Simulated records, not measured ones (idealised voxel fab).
Process module in this document: voxel gate over fins
Each square cell in cross-section cut measures 5 nm, and the section as a whole is 230 nm wide.
We lay out every cross-section as a grid of square cells and spell it out in bands from the top down, where one band means one or more rows of cells. Heights first: top, then bottom, in nm. Then materials, left to right, each with a width in nm. "all across" on a single material: fills the band edge to edge. "empty": empty space. Where do heights start? At 0: under that level the wafer as delivered is made of one material only. And the lowest band has no floor; it just carries on downward, as in "0..down". Width: "30 to 40" (first number = top row, second number = bottom row, same change from row to row of cells). "left unchanged", as given for a step, is the statement that not any cell of the cross-section underwent a change during that step. Under "Sealed-off cavities" you'll find the enclosed gaps, the ones with no way out to the top, that are 8 cells or bigger; each reads width x height at distance, with distance counted from the left edge, everything in nm. Anything after a step's settings on that line? It's the simulator's own note about the step. What "overlay nm" on a step's line means: if the step has a mask, that mask lay this far to the right of its planned place, or, when the value is negative, to the left. Everything after this point is organized in pairs: a cross-section before one process step, a cross-section after it that shows only as deep as the lowest changed band, and, under the pair, the intervening step with its settings. Because different runs of this module on the same starting wafer can supply different pairs, a pair continues from the pair above it only if its entry headed "Before processing step" says so.
BEFORE PROCESSING STEP
* 0..down = Si all across
* Sealed-off cavities: none
STRUCTURE AFTER STEP
* 10..0 = SiN all across
* Note: structure below 0 unchanged.
* Sealed-off cavities: none
Step linking the sections shown: op CONFORMAL_DEP | material SiN | thk nm 10
Before processing step: as shown after the step in the preceding pair, directly above.
STRUCTURE AFTER STEP
* 10..0 = 45 of empty  15 of SiN  25 of empty  15 of SiN  25 of empty  15 of SiN  25 of empty  15 of SiN  50 of empty
* Note: structure below 0 unchanged.
* Sealed-off cavities: none
Step linking the sections shown: op MASKED_ETCH | tone cover | mask id FINS | width nm 15 | pitch nm 40 | etch materials SiN | depth nm 10 | overlay nm 0
Before processing step: as shown after the step in the preceding pair, directly above.
STRUCTURE AFTER STEP
* 10..0 = 45 of empty  15 of SiN  25 of empty  15 of SiN  25 of empty  15 of SiN  25 of empty  15 of SiN  50 of empty
* 0..-35 = 45 of empty  15 of Si  25 of empty  15 of Si  25 of empty  15 of Si  25 of empty  15 of Si  50 of empty
* Note: structure below -35 unchanged.
* Sealed-off cavities: none
Step linking the sections shown: op MASKED_ETCH | tone cover | mask id FINS | width nm 15 | pitch nm 40 | etch materials Si | depth nm 35 | overlay nm 0
Before processing step: as shown after the step in the preceding pair, directly above.
STRUCTURE AFTER STEP
* 25..10 = SiO2 all across
* 10..0 = 45 of SiO2  15 of SiN  25 of SiO2  15 of SiN  25 of SiO2  15 of SiN  25 of SiO2  15 of SiN  50 of SiO2
* 0..-35 = 45 of SiO2  15 of Si  25 of SiO2  15 of Si  25 of SiO2  15 of Si  25 of SiO2  15 of Si  50 of SiO2
* Note: structure below -35 unchanged.
* Sealed-off cavities: none
Step linking the sections shown: op FILL_DEP | material SiO2 | thk nm 15
Before processing step: as shown after the step in the preceding pair, directly above.
STRUCTURE AFTER STEP
* 10..0 = 45 of SiO2  15 of SiN  25 of SiO2  15 of SiN  25 of SiO2  15 of SiN  25 of SiO2  15 of SiN  50 of SiO2
* Note: structure below 0 unchanged.
* Sealed-off cavities: none
Step linking the sections shown: op CMP | height nm 10
Before processing step: as shown after the step in the preceding pair, directly above.
STRUCTURE AFTER STEP
* 10..0 = 45 of empty  15 of SiN  25 of empty  15 of SiN  25 of empty  15 of SiN  25 of empty  15 of SiN  50 of empty
* 0..-10 = 45 of empty  15 of Si  25 of empty  15 of Si  25 of empty  15 of Si  25 of empty  15 of Si  50 of empty
* Note: structure below -10 unchanged.
* Sealed-off cavities: none
Step linking the sections shown: op SELECTIVE_ETCH | etch materials SiO2 | depth nm 20
Before processing step: as shown after the step in the preceding pair, directly above.
STRUCTURE AFTER STEP
* 0..-10 = 45 of empty  15 of Si  25 of empty  15 of Si  25 of empty  15 of Si  25 of empty  15 of Si  50 of empty
* Note: structure below -10 unchanged.
* Sealed-off cavities: none
Step linking the sections shown: op STRIP | etch materials SiN
Before processing step: as shown after the step in the preceding pair, directly above.
STRUCTURE AFTER STEP
* 5..0 = 40 of empty  25 of HfO2  15 of empty  25 of HfO2  15 of empty  25 of HfO2  15 of empty  25 of HfO2  45 of empty
* 0..-5 = 40 of empty  5 of HfO2  15 of Si  5 of HfO2  15 of empty  5 of HfO2  15 of Si  5 of HfO2  15 of empty  5 of HfO2  15 of Si  5 of HfO2  15 of empty  5 of HfO2  15 of Si  5 of HfO2  45 of empty
* -5..-10 = 45 of HfO2  15 of Si  25 of HfO2  15 of Si  25 of HfO2  15 of Si  25 of HfO2  15 of Si  50 of HfO2
* Note: structure below -10 unchanged.
* Sealed-off cavities: none
Step linking the sections shown: op CONFORMAL_DEP | material HfO2 | thk nm 5
Before processing step: as shown after the step in the preceding pair, directly above.
STRUCTURE AFTER STEP
* 10..5 = 35 of empty  35 of TiN  5 of empty  35 of TiN  5 of empty  35 of TiN  5 of empty  35 of TiN  40 of empty
* 5..0 = 35 of empty  5 of TiN  25 of HfO2  5 of TiN  5 of empty  5 of TiN  25 of HfO2  5 of TiN  5 of empty  5 of TiN  25 of HfO2  5 of TiN  5 of empty  5 of TiN  25 of HfO2  5 of TiN  40 of empty
* 0..-5 = 40 of TiN  5 of HfO2  15 of Si  5 of HfO2  15 of TiN  5 of HfO2  15 of Si  5 of HfO2  15 of TiN  5 of HfO2  15 of Si  5 of HfO2  15 of TiN  5 of HfO2  15 of Si  5 of HfO2  45 of TiN
* Note: structure below -5 unchanged.
* Sealed-off cavities: none
Step linking the sections shown: op CONFORMAL_DEP | material TiN | thk nm 5
Before processing step: as shown after the step in the preceding pair, directly above.
STRUCTURE AFTER STEP
* 15..10 = 30 of empty  165 of TiAl  35 of empty
* 10..5 = 30 of empty  5 of TiAl  35 of TiN  5 of TiAl  35 of TiN  5 of TiAl  35 of TiN  5 of TiAl  35 of TiN  5 of TiAl  35 of empty
* 5..0 = 35 of TiAl  5 of TiN  25 of HfO2  5 of TiN  5 of TiAl  5 of TiN  25 of HfO2  5 of TiN  5 of TiAl  5 of TiN  25 of HfO2  5 of TiN  5 of TiAl  5 of TiN  25 of HfO2  5 of TiN  40 of TiAl
* Note: structure below 0 unchanged.
* Sealed-off cavities: none
Step linking the sections shown: op CONFORMAL_DEP | material TiAl | thk nm 5
Before processing step: as shown after the step in the preceding pair, directly above.
STRUCTURE AFTER STEP
* 20..15 = 25 of empty  175 of TiN  30 of empty
* 15..10 = 25 of empty  5 of TiN  165 of TiAl  5 of TiN  30 of empty
* 10..5 = 30 of TiN  5 of TiAl  35 of TiN  5 of TiAl  35 of TiN  5 of TiAl  35 of TiN  5 of TiAl  35 of TiN  5 of TiAl  35 of TiN
* Note: structure below 5 unchanged.
* Sealed-off cavities: none
Step linking the sections shown: op CONFORMAL_DEP | material TiN | thk nm 5
Before processing step: as shown after the step in the preceding pair, directly above.
STRUCTURE AFTER STEP
* 35..20 = W all across
* 20..15 = 25 of W  175 of TiN  30 of W
* 15..10 = 25 of W  5 of TiN  165 of TiAl  5 of TiN  30 of W
* Note: structure below 10 unchanged.
* Sealed-off cavities: none
Step linking the sections shown: op FILL_DEP | material W | thk nm 15
Before processing step: as shown after the step in the preceding pair, directly above.
STRUCTURE AFTER STEP
* 30..20 = W all across
* Note: structure below 20 unchanged.
* Sealed-off cavities: none
Step linking the sections shown: op CMP | height nm 30
Before processing step: as shown after the step in the preceding pair, directly above.
STRUCTURE AFTER STEP
* 35..30 = SiCN all across
* Note: structure below 30 unchanged.
* Sealed-off cavities: none
Step linking the sections shown: op CONFORMAL_DEP | material SiCN | thk nm 5
BEFORE PROCESSING STEP
* 5..0 = 40 of empty  25 of HfO2  15 of empty  25 of HfO2  15 of empty  25 of HfO2  15 of empty  25 of HfO2  45 of empty
* 0..-5 = 40 of empty  5 of HfO2  15 of Si  5 of HfO2  15 of empty  5 of HfO2  15 of Si  5 of HfO2  15 of empty  5 of HfO2  15 of Si  5 of HfO2  15 of empty  5 of HfO2  15 of Si  5 of HfO2  45 of empty
* -5..-10 = 45 of HfO2  15 of Si  25 of HfO2  15 of Si  25 of HfO2  15 of Si  25 of HfO2  15 of Si  50 of HfO2
* -10..-35 = 45 of SiO2  15 of Si  25 of SiO2  15 of Si  25 of SiO2  15 of Si  25 of SiO2  15 of Si  50 of SiO2
* -35..down = Si all across
* Sealed-off cavities: none
STRUCTURE AFTER STEP
* 10..5 = 35 of empty  35 of TiAl  5 of empty  35 of TiAl  5 of empty  35 of TiAl  5 of empty  35 of TiAl  40 of empty
* 5..0 = 35 of empty  5 of TiAl  25 of HfO2  5 of TiAl  5 of empty  5 of TiAl  25 of HfO2  5 of TiAl  5 of empty  5 of TiAl  25 of HfO2  5 of TiAl  5 of empty  5 of TiAl  25 of HfO2  5 of TiAl  40 of empty
* 0..-5 = 40 of TiAl  5 of HfO2  15 of Si  5 of HfO2  15 of TiAl  5 of HfO2  15 of Si  5 of HfO2  15 of TiAl  5 of HfO2  15 of Si  5 of HfO2  15 of TiAl  5 of HfO2  15 of Si  5 of HfO2  45 of TiAl
* Note: structure below -5 unchanged.
* Sealed-off cavities: none
Step linking the sections shown: op CONFORMAL_DEP | material TiAl | thk nm 5
Before processing step: as shown after the step in the preceding pair, directly above.
STRUCTURE AFTER STEP
* 15..10 = 30 of empty  165 of TiN  35 of empty
* 10..5 = 30 of empty  5 of TiN  35 of TiAl  5 of TiN  35 of TiAl  5 of TiN  35 of TiAl  5 of TiN  35 of TiAl  5 of TiN  35 of empty
* 5..0 = 35 of TiN  5 of TiAl  25 of HfO2  5 of TiAl  5 of TiN  5 of TiAl  25 of HfO2  5 of TiAl  5 of TiN  5 of TiAl  25 of HfO2  5 of TiAl  5 of TiN  5 of TiAl  25 of HfO2  5 of TiAl  40 of TiN
* Note: structure below 0 unchanged.
* Sealed-off cavities: none
Step linking the sections shown: op CONFORMAL_DEP | material TiN | thk nm 5
Before processing step: as shown after the step in the preceding pair, directly above.
STRUCTURE AFTER STEP
* 30..15 = W all across
* 15..10 = 30 of W  165 of TiN  35 of W
* 10..5 = 30 of W  5 of TiN  35 of TiAl  5 of TiN  35 of TiAl  5 of TiN  35 of TiAl  5 of TiN  35 of TiAl  5 of TiN  35 of W
* Note: structure below 5 unchanged.
* Sealed-off cavities: none
Step linking the sections shown: op FILL_DEP | material W | thk nm 15
Before processing step: as shown after the step in the preceding pair, directly above.
STRUCTURE AFTER STEP
* 35..30 = SiCN all across
* Note: structure below 30 unchanged.
* Sealed-off cavities: none
Step linking the sections shown: op CONFORMAL_DEP | material SiCN | thk nm 5
BEFORE PROCESSING STEP
* 10..0 = 45 of empty  15 of SiN  25 of empty  15 of SiN  25 of empty  15 of SiN  25 of empty  15 of SiN  50 of empty
* 0..-35 = 45 of empty  15 of Si  25 of empty  15 of Si  25 of empty  15 of Si  25 of empty  15 of Si  50 of empty
* -35..down = Si all across
* Sealed-off cavities: none
STRUCTURE AFTER STEP
* 10..0 = 45 of empty  15 of SiN  25 of empty  15 of SiN  25 of empty  15 of SiN  25 of empty  15 of SiN  50 of empty
* 0..-70 = 45 of empty  15 of Si  25 of empty  15 of Si  25 of empty  15 of Si  25 of empty  15 of Si  50 of empty
* Note: structure below -70 unchanged.
* Sealed-off cavities: none
Step linking the sections shown: op MASKED_ETCH | tone cover | mask id FINS | width nm 15 | pitch nm 40 | etch materials Si | depth nm 35 | overlay nm 0
Before processing step: as shown after the step in the preceding pair, directly above.
STRUCTURE AFTER STEP
* 25..10 = SiO2 all across
* 10..0 = 45 of SiO2  15 of SiN  25 of SiO2  15 of SiN  25 of SiO2  15 of SiN  25 of SiO2  15 of SiN  50 of SiO2
* 0..-70 = 45 of SiO2  15 of Si  25 of SiO2  15 of Si  25 of SiO2  15 of Si  25 of SiO2  15 of Si  50 of SiO2
* Note: structure below -70 unchanged.
* Sealed-off cavities: none
Step linking the sections shown: op FILL_DEP | material SiO2 | thk nm 15
Before processing step: as shown after the step in the preceding pair, directly above.
STRUCTURE AFTER STEP
* 10..0 = 45 of SiO2  15 of SiN  25 of SiO2  15 of SiN  25 of SiO2  15 of SiN  25 of SiO2  15 of SiN  50 of SiO2
* Note: structure below 0 unchanged.
* Sealed-off cavities: none
Step linking the sections shown: op CMP | height nm 10
Before processing step: as shown after the step in the preceding pair, directly above.
STRUCTURE AFTER STEP
* 10..0 = 45 of empty  15 of SiN  25 of empty  15 of SiN  25 of empty  15 of SiN  25 of empty  15 of SiN  50 of empty
* 0..-10 = 45 of empty  15 of Si  25 of empty  15 of Si  25 of empty  15 of Si  25 of empty  15 of Si  50 of empty
* Note: structure below -10 unchanged.
* Sealed-off cavities: none
Step linking the sections shown: op SELECTIVE_ETCH | etch materials SiO2 | depth nm 20
Before processing step: as shown after the step in the preceding pair, directly above.
STRUCTURE AFTER STEP
* 0..-10 = 45 of empty  15 of Si  25 of empty  15 of Si  25 of empty  15 of Si  25 of empty  15 of Si  50 of empty
* Note: structure below -10 unchanged.
* Sealed-off cavities: none
Step linking the sections shown: op STRIP | etch materials SiN
Before processing step: as shown after the step in the preceding pair, directly above.
STRUCTURE AFTER STEP
* 5..0 = 40 of empty  25 of HfO2  15 of empty  25 of HfO2  15 of empty  25 of HfO2  15 of empty  25 of HfO2  45 of empty
* 0..-5 = 40 of empty  5 of HfO2  15 of Si  5 of HfO2  15 of empty  5 of HfO2  15 of Si  5 of HfO2  15 of empty  5 of HfO2  15 of Si  5 of HfO2  15 of empty  5 of HfO2  15 of Si  5 of HfO2  45 of empty
* -5..-10 = 45 of HfO2  15 of Si  25 of HfO2  15 of Si  25 of HfO2  15 of Si  25 of HfO2  15 of Si  50 of HfO2
* Note: structure below -10 unchanged.
* Sealed-off cavities: none
Step linking the sections shown: op CONFORMAL_DEP | material HfO2 | thk nm 5
Before processing step: as shown after the step in the preceding pair, directly above.
STRUCTURE AFTER STEP
* 10..5 = 35 of empty  35 of TiN  5 of empty  35 of TiN  5 of empty  35 of TiN  5 of empty  35 of TiN  40 of empty
* 5..0 = 35 of empty  5 of TiN  25 of HfO2  5 of TiN  5 of empty  5 of TiN  25 of HfO2  5 of TiN  5 of empty  5 of TiN  25 of HfO2  5 of TiN  5 of empty  5 of TiN  25 of HfO2  5 of TiN  40 of empty
* 0..-5 = 40 of TiN  5 of HfO2  15 of Si  5 of HfO2  15 of TiN  5 of HfO2  15 of Si  5 of HfO2  15 of TiN  5 of HfO2  15 of Si  5 of HfO2  15 of TiN  5 of HfO2  15 of Si  5 of HfO2  45 of TiN
* Note: structure below -5 unchanged.
* Sealed-off cavities: none
Step linking the sections shown: op CONFORMAL_DEP | material TiN | thk nm 5
Before processing step: as shown after the step in the preceding pair, directly above.
STRUCTURE AFTER STEP
* 15..10 = 30 of empty  165 of TiAl  35 of empty
* 10..5 = 30 of empty  5 of TiAl  35 of TiN  5 of TiAl  35 of TiN  5 of TiAl  35 of TiN  5 of TiAl  35 of TiN  5 of TiAl  35 of empty
* 5..0 = 35 of TiAl  5 of TiN  25 of HfO2  5 of TiN  5 of TiAl  5 of TiN  25 of HfO2  5 of TiN  5 of TiAl  5 of TiN  25 of HfO2  5 of TiN  5 of TiAl  5 of TiN  25 of HfO2  5 of TiN  40 of TiAl
* Note: structure below 0 unchanged.
* Sealed-off cavities: none
Step linking the sections shown: op CONFORMAL_DEP | material TiAl | thk nm 5
Before processing step: as shown after the step in the preceding pair, directly above.
STRUCTURE AFTER STEP
* 20..15 = 25 of empty  175 of TiN  30 of empty
* 15..10 = 25 of empty  5 of TiN  165 of TiAl  5 of TiN  30 of empty
* 10..5 = 30 of TiN  5 of TiAl  35 of TiN  5 of TiAl  35 of TiN  5 of TiAl  35 of TiN  5 of TiAl  35 of TiN  5 of TiAl  35 of TiN
* Note: structure below 5 unchanged.
* Sealed-off cavities: none
Step linking the sections shown: op CONFORMAL_DEP | material TiN | thk nm 5
Before processing step: as shown after the step in the preceding pair, directly above.
STRUCTURE AFTER STEP
* 35..20 = W all across
* 20..15 = 25 of W  175 of TiN  30 of W
* 15..10 = 25 of W  5 of TiN  165 of TiAl  5 of TiN  30 of W
* Note: structure below 10 unchanged.
* Sealed-off cavities: none
Step linking the sections shown: op FILL_DEP | material W | thk nm 15
Before processing step: as shown after the step in the preceding pair, directly above.
STRUCTURE AFTER STEP
* 30..20 = W all across
* Note: structure below 20 unchanged.
* Sealed-off cavities: none
Step linking the sections shown: op CMP | height nm 30
Before processing step: as shown after the step in the preceding pair, directly above.
STRUCTURE AFTER STEP
* 35..30 = SiCN all across
* Note: structure below 30 unchanged.
* Sealed-off cavities: none
Step linking the sections shown: op CONFORMAL_DEP | material SiCN | thk nm 5
BEFORE PROCESSING STEP
* 10..5 = 35 of empty  35 of TiN  5 of empty  35 of TiN  5 of empty  35 of TiN  5 of empty  35 of TiN  40 of empty
* 5..0 = 35 of empty  5 of TiN  25 of HfO2  5 of TiN  5 of empty  5 of TiN  25 of HfO2  5 of TiN  5 of empty  5 of TiN  25 of HfO2  5 of TiN  5 of empty  5 of TiN  25 of HfO2  5 of TiN  40 of empty
* 0..-5 = 40 of TiN  5 of HfO2  15 of Si  5 of HfO2  15 of TiN  5 of HfO2  15 of Si  5 of HfO2  15 of TiN  5 of HfO2  15 of Si  5 of HfO2  15 of TiN  5 of HfO2  15 of Si  5 of HfO2  45 of TiN
* -5..-10 = 45 of HfO2  15 of Si  25 of HfO2  15 of Si  25 of HfO2  15 of Si  25 of HfO2  15 of Si  50 of HfO2
* -10..-35 = 45 of SiO2  15 of Si  25 of SiO2  15 of Si  25 of SiO2  15 of Si  25 of SiO2  15 of Si  50 of SiO2
* -35..down = Si all across
* Sealed-off cavities: none
STRUCTURE AFTER STEP
* 15..5 = 30 of empty  165 of TiN  35 of empty
* 5..0 = 40 of TiN  25 of HfO2  15 of TiN  25 of HfO2  15 of TiN  25 of HfO2  15 of TiN  25 of HfO2  45 of TiN
* Note: structure below 0 unchanged.
* Sealed-off cavities: none
Step linking the sections shown: op CONFORMAL_DEP | material TiN | thk nm 5
Before processing step: as shown after the step in the preceding pair, directly above.
STRUCTURE AFTER STEP
* 20..15 = 25 of empty  175 of TiAl  30 of empty
* 15..10 = 25 of empty  5 of TiAl  165 of TiN  5 of TiAl  30 of empty
* 10..5 = 30 of TiAl  165 of TiN  35 of TiAl
* Note: structure below 5 unchanged.
* Sealed-off cavities: none
Step linking the sections shown: op CONFORMAL_DEP | material TiAl | thk nm 5
Before processing step: as shown after the step in the preceding pair, directly above.
STRUCTURE AFTER STEP
* 35..20 = W all across
* 20..15 = 25 of W  175 of TiAl  30 of W
* 15..10 = 25 of W  5 of TiAl  165 of TiN  5 of TiAl  30 of W
* Note: structure below 10 unchanged.
* Sealed-off cavities: none
Step linking the sections shown: op FILL_DEP | material W | thk nm 15
Before processing step: as shown after the step in the preceding pair, directly above.
STRUCTURE AFTER STEP
* 30..20 = W all across
* Note: structure below 20 unchanged.
* Sealed-off cavities: none
Step linking the sections shown: op CMP | height nm 30
Before processing step: as shown after the step in the preceding pair, directly above.
STRUCTURE AFTER STEP
* 35..30 = SiCN all across
* Note: structure below 30 unchanged.
* Sealed-off cavities: none
Step linking the sections shown: op CONFORMAL_DEP | material SiCN | thk nm 5
BEFORE PROCESSING STEP
* 5..0 = 40 of empty  25 of HfO2  15 of empty  25 of HfO2  15 of empty  25 of HfO2  15 of empty  25 of HfO2  45 of empty
* 0..-5 = 40 of empty  5 of HfO2  15 of Si  5 of HfO2  15 of empty  5 of HfO2  15 of Si  5 of HfO2  15 of empty  5 of HfO2  15 of Si  5 of HfO2  15 of empty  5 of HfO2  15 of Si  5 of HfO2  45 of empty
* -5..-10 = 45 of HfO2  15 of Si  25 of HfO2  15 of Si  25 of HfO2  15 of Si  25 of HfO2  15 of Si  50 of HfO2
* -10..-35 = 45 of SiO2  15 of Si  25 of SiO2  15 of Si  25 of SiO2  15 of Si  25 of SiO2  15 of Si  50 of SiO2
* -35..down = Si all across
* Sealed-off cavities: none
STRUCTURE AFTER STEP
* 20..10 = 25 of empty  175 of TiN  30 of empty
* 10..5 = TiN all across
* 5..0 = 40 of TiN  25 of HfO2  15 of TiN  25 of HfO2  15 of TiN  25 of HfO2  15 of TiN  25 of HfO2  45 of TiN
* 0..-5 = 40 of TiN  5 of HfO2  15 of Si  5 of HfO2  15 of TiN  5 of HfO2  15 of Si  5 of HfO2  15 of TiN  5 of HfO2  15 of Si  5 of HfO2  15 of TiN  5 of HfO2  15 of Si  5 of HfO2  45 of TiN
* Note: structure below -5 unchanged.
* Sealed-off cavities: none
Step linking the sections shown: op CONFORMAL_DEP | material TiN | thk nm 15
Before processing step: as shown after the step in the preceding pair, directly above.
STRUCTURE AFTER STEP
* 25..20 = 20 of empty  185 of TiAl  25 of empty
* 20..15 = 20 of empty  5 of TiAl  175 of TiN  5 of TiAl  25 of empty
* 15..10 = 25 of TiAl  175 of TiN  30 of TiAl
* Note: structure below 10 unchanged.
* Sealed-off cavities: none
Step linking the sections shown: op CONFORMAL_DEP | material TiAl | thk nm 5
Before processing step: as shown after the step in the preceding pair, directly above.
STRUCTURE AFTER STEP
* 30..25 = 15 of empty  195 of TiN  20 of empty
* 25..20 = 15 of empty  5 of TiN  185 of TiAl  5 of TiN  20 of empty
* 20..15 = 20 of TiN  5 of TiAl  175 of TiN  5 of TiAl  25 of TiN
* Note: structure below 15 unchanged.
* Sealed-off cavities: none
Step linking the sections shown: op CONFORMAL_DEP | material TiN | thk nm 5
Before processing step: as shown after the step in the preceding pair, directly above.
STRUCTURE AFTER STEP
* 45..30 = W all across
* 30..25 = 15 of W  195 of TiN  20 of W
* 25..20 = 15 of W  5 of TiN  185 of TiAl  5 of TiN  20 of W
* Note: structure below 20 unchanged.
* Sealed-off cavities: none
Step linking the sections shown: op FILL_DEP | material W | thk nm 15
Before processing step: as shown after the step in the preceding pair, directly above.
STRUCTURE AFTER STEP
* 30..25 = 15 of W  195 of TiN  20 of W
* Note: structure below 25 unchanged.
* Sealed-off cavities: none
Step linking the sections shown: op CMP | height nm 30
Before processing step: as shown after the step in the preceding pair, directly above.
STRUCTURE AFTER STEP
* 35..30 = SiCN all across
* Note: structure below 30 unchanged.
* Sealed-off cavities: none
Step linking the sections shown: op CONFORMAL_DEP | material SiCN | thk nm 5
BEFORE PROCESSING STEP
* 5..0 = 40 of empty  25 of HfO2  15 of empty  25 of HfO2  15 of empty  25 of HfO2  15 of empty  25 of HfO2  45 of empty
* 0..-5 = 40 of empty  5 of HfO2  15 of Si  5 of HfO2  15 of empty  5 of HfO2  15 of Si  5 of HfO2  15 of empty  5 of HfO2  15 of Si  5 of HfO2  15 of empty  5 of HfO2  15 of Si  5 of HfO2  45 of empty
* -5..-10 = 45 of HfO2  15 of Si  25 of HfO2  15 of Si  25 of HfO2  15 of Si  25 of HfO2  15 of Si  50 of HfO2
* -10..-35 = 45 of SiO2  15 of Si  25 of SiO2  15 of Si  25 of SiO2  15 of Si  25 of SiO2  15 of Si  50 of SiO2
* -35..down = Si all across
* Sealed-off cavities: none
STRUCTURE AFTER STEP
* 10..0 = 35 of empty  35 of HfO2  5 of empty  35 of HfO2  5 of empty  35 of HfO2  5 of empty  35 of HfO2  40 of empty
* 0..-10 = 45 of HfO2  15 of Si  25 of HfO2  15 of Si  25 of HfO2  15 of Si  25 of HfO2  15 of Si  50 of HfO2
* Note: structure below -10 unchanged.
* Sealed-off cavities: none
Step linking the sections shown: op CONFORMAL_DEP | material HfO2 | thk nm 5
Before processing step: as shown after the step in the preceding pair, directly above.
STRUCTURE AFTER STEP
* 15..10 = 30 of empty  165 of TiAl  35 of empty
* 10..5 = 30 of empty  5 of TiAl  35 of HfO2  5 of TiAl  35 of HfO2  5 of TiAl  35 of HfO2  5 of TiAl  35 of HfO2  5 of TiAl  35 of empty
* 5..0 = 35 of TiAl  35 of HfO2  5 of TiAl  35 of HfO2  5 of TiAl  35 of HfO2  5 of TiAl  35 of HfO2  40 of TiAl
* Note: structure below 0 unchanged.
* Sealed-off cavities: none
Step linking the sections shown: op CONFORMAL_DEP | material TiAl | thk nm 5
Before processing step: as shown after the step in the preceding pair, directly above.
STRUCTURE AFTER STEP
* 20..15 = 25 of empty  175 of TiN  30 of empty
* 15..10 = 25 of empty  5 of TiN  165 of TiAl  5 of TiN  30 of empty
* 10..5 = 30 of TiN  5 of TiAl  35 of HfO2  5 of TiAl  35 of HfO2  5 of TiAl  35 of HfO2  5 of TiAl  35 of HfO2  5 of TiAl  35 of TiN
* Note: structure below 5 unchanged.
* Sealed-off cavities: none
Step linking the sections shown: op CONFORMAL_DEP | material TiN | thk nm 5
Before processing step: as shown after the step in the preceding pair, directly above.
STRUCTURE AFTER STEP
* 35..20 = W all across
* 20..15 = 25 of W  175 of TiN  30 of W
* 15..10 = 25 of W  5 of TiN  165 of TiAl  5 of TiN  30 of W
* Note: structure below 10 unchanged.
* Sealed-off cavities: none
Step linking the sections shown: op FILL_DEP | material W | thk nm 15
Before processing step: as shown after the step in the preceding pair, directly above.
STRUCTURE AFTER STEP
* 30..20 = W all across
* Note: structure below 20 unchanged.
* Sealed-off cavities: none
Step linking the sections shown: op CMP | height nm 30
Before processing step: as shown after the step in the preceding pair, directly above.
STRUCTURE AFTER STEP
* 35..30 = SiCN all across
* Note: structure below 30 unchanged.
* Sealed-off cavities: none
Step linking the sections shown: op CONFORMAL_DEP | material SiCN | thk nm 5
